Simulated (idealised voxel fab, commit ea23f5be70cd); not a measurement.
The document below concerns the process module designated voxel self aligned vias.
Pictured: cross-section cut, 190 nm wide, on a grid of 5 nm square cells.
Notation: cross-section as square-cell grid; stated in bands, top first, going down; one or more cell rows per band.
Read a band's entry like this: the first values are the height of its top and the height of its bottom in nm, and what follows is the sequence of materials from left to right, each with its width in nm. Note that "air" is empty space, and that a single material marked "all across" reaches across the band from edge to edge.
Ref level 0: as-received wafer is one material below here. Bottom band extends down with no lower bound ("top 0, no bottom").
Width: "30->40" (first number = top row, second number = bottom row, same change from row to row of cells).
Given "nothing was modified" for a step, no cell of the cross-section differs between before and after that step.
Heads up: "Voids, sealed" only lists the empty pockets with no open path to the top that are 8 cells or more, and it writes them as width x height at distance, distance from the left edge, in nm.
On each step's line, the part that comes after the settings is the simulator's own comment on the step.
If you see "overlay nm" on a step's line and that step has a mask, it's telling you how far right of where it was planned the mask ended up; a negative number means it went left instead.

Plan:
| 1 | op RECEIVE | material Si |
| 2 | op CONFORMAL_DEP | material SiO2 | thk nm 10 |
| 3 | op CONFORMAL_DEP | material SiCN | thk nm 5 |
| 4 | op DIRECTIONAL_DEP | material lowk | thk nm 20 |
| 5 | op PATTERN | tone open | mask id LINES | material resist | width nm 25 | pitch nm 65 | thk nm 20 | overlay nm 0 |
| 6 | op DIRECTIONAL_ETCH | etch materials lowk | depth nm 20 |
| 7 | op STRIP | etch materials resist |
| 8 | op CONFORMAL_DEP | material TiN | thk nm 5 |
| 9 | op FILL_DEP | material Ru | thk nm 10 |
| 10 | op CMP | height nm 35 |
| 11 | op SELECTIVE_ETCH | etch materials W Ru TiN | depth nm 5 |
| 12 | op FILL_DEP | material SiN | thk nm 5 |
| 13 | op CMP | height nm 35 |
| 14 | op DIRECTIONAL_DEP | material lowk | thk nm 20 |
| 15 | op MASKED_ETCH | tone open | mask id VIAS | width nm 25 | etch materials lowk | depth nm 20 | overlay nm 0 |
| 16 | op MASKED_ETCH | tone open | mask id VIAS | width nm 35 | etch materials SiN | depth nm 5 | overlay nm 0 |
| 17 | op CONFORMAL_DEP | material TiN | thk nm 5 |
| 18 | op FILL_DEP | material Ru | thk nm 5 |
| 19 | op CMP | height nm 55 |
| 20 | op CONFORMAL_DEP | material SiCN | thk nm 5 |
It is noted that the wafers described herein are identical at the outset and are distinguished by the width nm of step 15; the value stated in the plan corresponds to the first wafer.

First of several wafers (as received, post step 1), cross-sectional view:
  top 0, no bottom  Si all across
  Voids, sealed: none

The first of several wafers, seen in cross-section after the module's last step, step 20:
  top 60, bottom 55  SiCN all across
  top 55, bottom 35  50 lowk / 5 TiN / 15 Ru / 5 TiN / 115 lowk
  top 35, bottom 30  50 lowk / 25 TiN / 40 lowk / 25 SiN / 50 lowk
  top 30, bottom 20  50 lowk / 5 TiN / 15 Ru / 5 TiN / 40 lowk / 5 TiN / 15 Ru / 5 TiN / 50 lowk
  top 20, bottom 15  50 lowk / 25 TiN / 40 lowk / 25 TiN / 50 lowk
  top 15, bottom 10  SiCN all across
  top 10, bottom 0  SiO2 all across
  top 0, no bottom  Si all across
  Voids, sealed: none

Sectional view of the last wafer upon completion of the module:
  top 60, bottom 55  SiCN all across
  top 55, bottom 40  40 lowk / 5 TiN / 40 Ru / 5 TiN / 100 lowk
  top 40, bottom 35  40 lowk / 15 TiN / 15 Ru / 20 TiN / 100 lowk
  top 35, bottom 30  50 lowk / 25 TiN / 40 lowk / 25 SiN / 50 lowk
  top 30, bottom 20  50 lowk / 5 TiN / 15 Ru / 5 TiN / 40 lowk / 5 TiN / 15 Ru / 5 TiN / 50 lowk
  top 20, bottom 15  50 lowk / 25 TiN / 40 lowk / 25 TiN / 50 lowk
  top 15, bottom 10  SiCN all across
  top 10, bottom 0  SiO2 all across
  top 0, no bottom  Si all across
  Voids, sealed: none

Per wafer, end of module: cells gained (+) or lost (-) per material since receipt, then closed voids:
width nm 25; +24 Ru; +76 SiCN; +5 SiN; +76 SiO2; +31 TiN; +244 lowk; Voids, sealed: none
width nm 30; +27 Ru; +76 SiCN; +5 SiN; +76 SiO2; +32 TiN; +240 lowk; Voids, sealed: none
width nm 35; +30 Ru; +76 SiCN; +5 SiN; +76 SiO2; +33 TiN; +236 lowk; Voids, sealed: none
width nm 40; +33 Ru; +76 SiCN; +5 SiN; +76 SiO2; +34 TiN; +232 lowk; Voids, sealed: none
width nm 45; +36 Ru; +76 SiCN; +5 SiN; +76 SiO2; +35 TiN; +228 lowk; Voids, sealed: none
width nm 50; +39 Ru; +76 SiCN; +5 SiN; +76 SiO2; +36 TiN; +224 lowk; Voids, sealed: none
